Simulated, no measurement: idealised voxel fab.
Process module, titled voxel air gaps
FYI the section here is cut, 215 nm wide, cells are 5 nm squares.
Bands, listed from the top down, are how a cross-section gets written in this document; the cross-section itself is a grid of square cells, and a band is one or more rows of them.
This entry defines a band. It first specifies the height of the band's top and the height of its bottom in nm, and then specifies the band's materials from left to right, stating each material with its width in nm. The word "all across" identifies a single material that fills the band from edge to edge, while the word "blank" identifies empty space.
Heights are measured from 0, the level below which the as-received wafer is all one material; the lowest band has no bottom and continues downward, written as in "0 -> down".
Width "30 to 40": first value at the band's top row of cells, second value at its bottom row, equal change from row to row.
You'll sometimes find "nothing was modified" written for a step, and that's the way of saying that nowhere in the cross-section did a cell change during that step.
"Enclosed void inventory" lists enclosed empty spaces (at least 8 cells, no open path upward to the top), each as width x height at distance from the left edge, in nm.
Heads up: the bit after the settings on a step's line is the simulator's remark on that step.
The "overlay nm" setting may appear on a step's line; for a step that uses a mask, it gives how far to the right of its planned position the mask lay, and a negative value indicates the left.

LISTED BELOW ARE THE PROCESS STEPS AS PLANNED
1 op RECEIVE | material Si
2 op CONFORMAL_DEP | material SiO2 | thk nm 10
3 op CONFORMAL_DEP | material SiCN | thk nm 5
4 op DIRECTIONAL_DEP | material lowk | thk nm 40
5 op DIRECTIONAL_DEP | material aC | thk nm 10
6 op PATTERN | tone open | mask id LINES | material resist | width nm 20 | pitch nm 50 | thk nm 30 | overlay nm 0
7 op DIRECTIONAL_ETCH | etch materials aC | depth nm 10
8 op STRIP | etch materials resist
9 op DIRECTIONAL_ETCH | etch materials lowk | depth nm 40
10 op STRIP | etch materials aC
11 op CONFORMAL_DEP | material TiN | thk nm 5
12 op FILL_DEP | material Cu | thk nm 5
13 op CMP | height nm 55
14 op EPI | material Ru | thk nm 10
15 op SELECTIVE_ETCH | etch materials lowk | depth nm 50
16 op CONFORMAL_DEP | material SiCN | thk nm 5

FIRST WAFER, TWO IN TOTAL, RUN AS PLANNED

AS-RECEIVED STATE OF THE WAFER IN CROSS-SECTION, EQUIVALENT TO POST-STEP 1
  0 -> down: Si all across
  Enclosed void inventory: none

WAFER AFTER STEP 2 (CROSS-SECTION)
  10 -> 0: SiO2 all across
  Whatever lies below 0 is exactly as it was before.

WAFER AFTER STEP 3 (CROSS-SECTION)
  15 -> 10: SiCN all across
  Whatever lies below 10 is exactly as it was before.

WAFER AFTER STEP 4 (CROSS-SECTION)
  55 -> 15: lowk all across
  Whatever lies below 15 is exactly as it was before.

WAFER AFTER STEP 5 (CROSS-SECTION)
  65 -> 55: aC all across
  Whatever lies below 55 is exactly as it was before.

WAFER AFTER STEP 6 (CROSS-SECTION)
  95 -> 65: 45 resist; 20 blank; 30 resist; 20 blank; 30 resist; 20 blank; 50 resist
  Whatever lies below 65 is exactly as it was before.

WAFER AFTER STEP 7 (CROSS-SECTION)
  85 -> 65: 45 resist; 20 blank; 30 resist; 20 blank; 30 resist; 20 blank; 50 resist
  65 -> 55: 45 aC; 20 blank; 30 aC; 20 blank; 30 aC; 20 blank; 50 aC
  Whatever lies below 55 is exactly as it was before.

WAFER AFTER STEP 8 (CROSS-SECTION)
  65 -> 55: 45 aC; 20 blank; 30 aC; 20 blank; 30 aC; 20 blank; 50 aC
  Whatever lies below 55 is exactly as it was before.

WAFER AFTER STEP 9 (CROSS-SECTION)
  65 -> 55: 45 aC; 20 blank; 30 aC; 20 blank; 30 aC; 20 blank; 50 aC
  55 -> 15: 45 lowk; 20 blank; 30 lowk; 20 blank; 30 lowk; 20 blank; 50 lowk
  Whatever lies below 15 is exactly as it was before.

WAFER AFTER STEP 10 (CROSS-SECTION)
  55 -> 15: 45 lowk; 20 blank; 30 lowk; 20 blank; 30 lowk; 20 blank; 50 lowk
  Whatever lies below 15 is exactly as it was before.

WAFER AFTER STEP 11 (CROSS-SECTION)
  60 -> 55: 50 TiN; 10 blank; 40 TiN; 10 blank; 40 TiN; 10 blank; 55 TiN
  55 -> 20: 45 lowk; 5 TiN; 10 blank; 5 TiN; 30 lowk; 5 TiN; 10 blank; 5 TiN; 30 lowk; 5 TiN; 10 blank; 5 TiN; 50 lowk
  20 -> 15: 45 lowk; 20 TiN; 30 lowk; 20 TiN; 30 lowk; 20 TiN; 50 lowk
  Whatever lies below 15 is exactly as it was before.

WAFER AFTER STEP 12 (CROSS-SECTION)
  65 -> 60: Cu all across
  60 -> 55: 50 TiN; 10 Cu; 40 TiN; 10 Cu; 40 TiN; 10 Cu; 55 TiN
  55 -> 20: 45 lowk; 5 TiN; 10 Cu; 5 TiN; 30 lowk; 5 TiN; 10 Cu; 5 TiN; 30 lowk; 5 TiN; 10 Cu; 5 TiN; 50 lowk
  Whatever lies below 20 is exactly as it was before.

WAFER AFTER STEP 13 (CROSS-SECTION)
  55 -> 20: 45 lowk; 5 TiN; 10 Cu; 5 TiN; 30 lowk; 5 TiN; 10 Cu; 5 TiN; 30 lowk; 5 TiN; 10 Cu; 5 TiN; 50 lowk
  Whatever lies below 20 is exactly as it was before.

WAFER AFTER STEP 14 (CROSS-SECTION)
  65 -> 55: 35 blank; 40 Ru; 10 blank; 40 Ru; 10 blank; 40 Ru; 40 blank
  Whatever lies below 55 is exactly as it was before.

WAFER AFTER STEP 15 (CROSS-SECTION)
  65 -> 55: 35 blank; 40 Ru; 10 blank; 40 Ru; 10 blank; 40 Ru; 40 blank
  55 -> 20: 45 blank; 5 TiN; 10 Cu; 5 TiN; 30 blank; 5 TiN; 10 Cu; 5 TiN; 30 blank; 5 TiN; 10 Cu; 5 TiN; 50 blank
  20 -> 15: 45 blank; 20 TiN; 30 blank; 20 TiN; 30 blank; 20 TiN; 50 blank
  Whatever lies below 15 is exactly as it was before.

WAFER AFTER STEP 16 (CROSS-SECTION)
  70 -> 65: 30 blank; 150 SiCN; 35 blank
  65 -> 55: 30 blank; 5 SiCN; 40 Ru; 10 SiCN; 40 Ru; 10 SiCN; 40 Ru; 5 SiCN; 35 blank
  55 -> 50: 30 blank; 15 SiCN; 5 TiN; 10 Cu; 5 TiN; 30 SiCN; 5 TiN; 10 Cu; 5 TiN; 30 SiCN; 5 TiN; 10 Cu; 5 TiN; 15 SiCN; 35 blank
  50 -> 20: 40 blank; 5 SiCN; 5 TiN; 10 Cu; 5 TiN; 5 SiCN; 20 blank; 5 SiCN; 5 TiN; 10 Cu; 5 TiN; 5 SiCN; 20 blank; 5 SiCN; 5 TiN; 10 Cu; 5 TiN; 5 SiCN; 45 blank
  20 -> 15: 45 SiCN; 20 TiN; 30 SiCN; 20 TiN; 30 SiCN; 20 TiN; 50 SiCN
  Whatever lies below 15 is exactly as it was before.
  Enclosed void inventory: 20 x 30 at 70; 20 x 30 at 120

NOW THE OTHER WAFER: SAME START, SAME RECIPE, BUT WE MESSED UP ONE THING WHEN RUNNING IT. UP TO AND INCLUDING STEP 1 IT'S THE SAME AS THE FIRST ONE

CROSS-SECTION OF THE SECOND WAFER AT THE TIME STEP 2 OF THE PLAN SHOULD HAVE ENDED
  5 -> 0: SiCN all across
  Whatever lies below 0 is exactly as it was before.

CROSS-SECTION OF THE SECOND WAFER AT THE TIME STEP 3 OF THE PLAN SHOULD HAVE ENDED
  15 -> 5: SiO2 all across
  Whatever lies below 5 is exactly as it was before.

CROSS-SECTION OF THE SECOND WAFER AT THE TIME STEP 4 OF THE PLAN SHOULD HAVE ENDED
  55 -> 15: lowk all across
  Whatever lies below 15 is exactly as it was before.

CROSS-SECTION OF THE SECOND WAFER AT THE TIME STEP 5 OF THE PLAN SHOULD HAVE ENDED
  65 -> 55: aC all across
  Whatever lies below 55 is exactly as it was before.

CROSS-SECTION OF THE SECOND WAFER AT THE TIME STEP 6 OF THE PLAN SHOULD HAVE ENDED
  95 -> 65: 45 resist; 20 blank; 30 resist; 20 blank; 30 resist; 20 blank; 50 resist
  Whatever lies below 65 is exactly as it was before.

CROSS-SECTION OF THE SECOND WAFER AT THE TIME STEP 7 OF THE PLAN SHOULD HAVE ENDED
  85 -> 65: 45 resist; 20 blank; 30 resist; 20 blank; 30 resist; 20 blank; 50 resist
  65 -> 55: 45 aC; 20 blank; 30 aC; 20 blank; 30 aC; 20 blank; 50 aC
  Whatever lies below 55 is exactly as it was before.

CROSS-SECTION OF THE SECOND WAFER AT THE TIME STEP 8 OF THE PLAN SHOULD HAVE ENDED
  65 -> 55: 45 aC; 20 blank; 30 aC; 20 blank; 30 aC; 20 blank; 50 aC
  Whatever lies below 55 is exactly as it was before.

CROSS-SECTION OF THE SECOND WAFER AT THE TIME STEP 9 OF THE PLAN SHOULD HAVE ENDED
  65 -> 55: 45 aC; 20 blank; 30 aC; 20 blank; 30 aC; 20 blank; 50 aC
  55 -> 15: 45 lowk; 20 blank; 30 lowk; 20 blank; 30 lowk; 20 blank; 50 lowk
  Whatever lies below 15 is exactly as it was before.

CROSS-SECTION OF THE SECOND WAFER AT THE TIME STEP 10 OF THE PLAN SHOULD HAVE ENDED
  55 -> 15: 45 lowk; 20 blank; 30 lowk; 20 blank; 30 lowk; 20 blank; 50 lowk
  Whatever lies below 15 is exactly as it was before.

CROSS-SECTION OF THE SECOND WAFER AT THE TIME STEP 11 OF THE PLAN SHOULD HAVE ENDED
  60 -> 55: 50 TiN; 10 blank; 40 TiN; 10 blank; 40 TiN; 10 blank; 55 TiN
  55 -> 20: 45 lowk; 5 TiN; 10 blank; 5 TiN; 30 lowk; 5 TiN; 10 blank; 5 TiN; 30 lowk; 5 TiN; 10 blank; 5 TiN; 50 lowk
  20 -> 15: 45 lowk; 20 TiN; 30 lowk; 20 TiN; 30 lowk; 20 TiN; 50 lowk
  Whatever lies below 15 is exactly as it was before.

CROSS-SECTION OF THE SECOND WAFER AT THE TIME STEP 12 OF THE PLAN SHOULD HAVE ENDED
  65 -> 60: Cu all across
  60 -> 55: 50 TiN; 10 Cu; 40 TiN; 10 Cu; 40 TiN; 10 Cu; 55 TiN
  55 -> 20: 45 lowk; 5 TiN; 10 Cu; 5 TiN; 30 lowk; 5 TiN; 10 Cu; 5 TiN; 30 lowk; 5 TiN; 10 Cu; 5 TiN; 50 lowk
  Whatever lies below 20 is exactly as it was before.

CROSS-SECTION OF THE SECOND WAFER AT THE TIME STEP 13 OF THE PLAN SHOULD HAVE ENDED
  55 -> 20: 45 lowk; 5 TiN; 10 Cu; 5 TiN; 30 lowk; 5 TiN; 10 Cu; 5 TiN; 30 lowk; 5 TiN; 10 Cu; 5 TiN; 50 lowk
  Whatever lies below 20 is exactly as it was before.

CROSS-SECTION OF THE SECOND WAFER AT THE TIME STEP 14 OF THE PLAN SHOULD HAVE ENDED
  65 -> 55: 35 blank; 40 Ru; 10 blank; 40 Ru; 10 blank; 40 Ru; 40 blank
  Whatever lies below 55 is exactly as it was before.

CROSS-SECTION OF THE SECOND WAFER AT THE TIME STEP 15 OF THE PLAN SHOULD HAVE ENDED
  65 -> 55: 35 blank; 40 Ru; 10 blank; 40 Ru; 10 blank; 40 Ru; 40 blank
  55 -> 20: 45 blank; 5 TiN; 10 Cu; 5 TiN; 30 blank; 5 TiN; 10 Cu; 5 TiN; 30 blank; 5 TiN; 10 Cu; 5 TiN; 50 blank
  20 -> 15: 45 blank; 20 TiN; 30 blank; 20 TiN; 30 blank; 20 TiN; 50 blank
  Whatever lies below 15 is exactly as it was before.

CROSS-SECTION OF THE SECOND WAFER AT THE TIME STEP 16 OF THE PLAN SHOULD HAVE ENDED
  70 -> 65: 30 blank; 150 SiCN; 35 blank
  65 -> 55: 30 blank; 5 SiCN; 40 Ru; 10 SiCN; 40 Ru; 10 SiCN; 40 Ru; 5 SiCN; 35 blank
  55 -> 50: 30 blank; 15 SiCN; 5 TiN; 10 Cu; 5 TiN; 30 SiCN; 5 TiN; 10 Cu; 5 TiN; 30 SiCN; 5 TiN; 10 Cu; 5 TiN; 15 SiCN; 35 blank
  50 -> 20: 40 blank; 5 SiCN; 5 TiN; 10 Cu; 5 TiN; 5 SiCN; 20 blank; 5 SiCN; 5 TiN; 10 Cu; 5 TiN; 5 SiCN; 20 blank; 5 SiCN; 5 TiN; 10 Cu; 5 TiN; 5 SiCN; 45 blank
  20 -> 15: 45 SiCN; 20 TiN; 30 SiCN; 20 TiN; 30 SiCN; 20 TiN; 50 SiCN
  Whatever lies below 15 is exactly as it was before.
  Enclosed void inventory: 20 x 30 at 70; 20 x 30 at 120
Against the plan, the run slipped here: step 3 occupied the plan position of step 2, and the converse holds as well
Matching per-material cell counts, mismatched positions: that is how the second wafer compares with the first at the end.
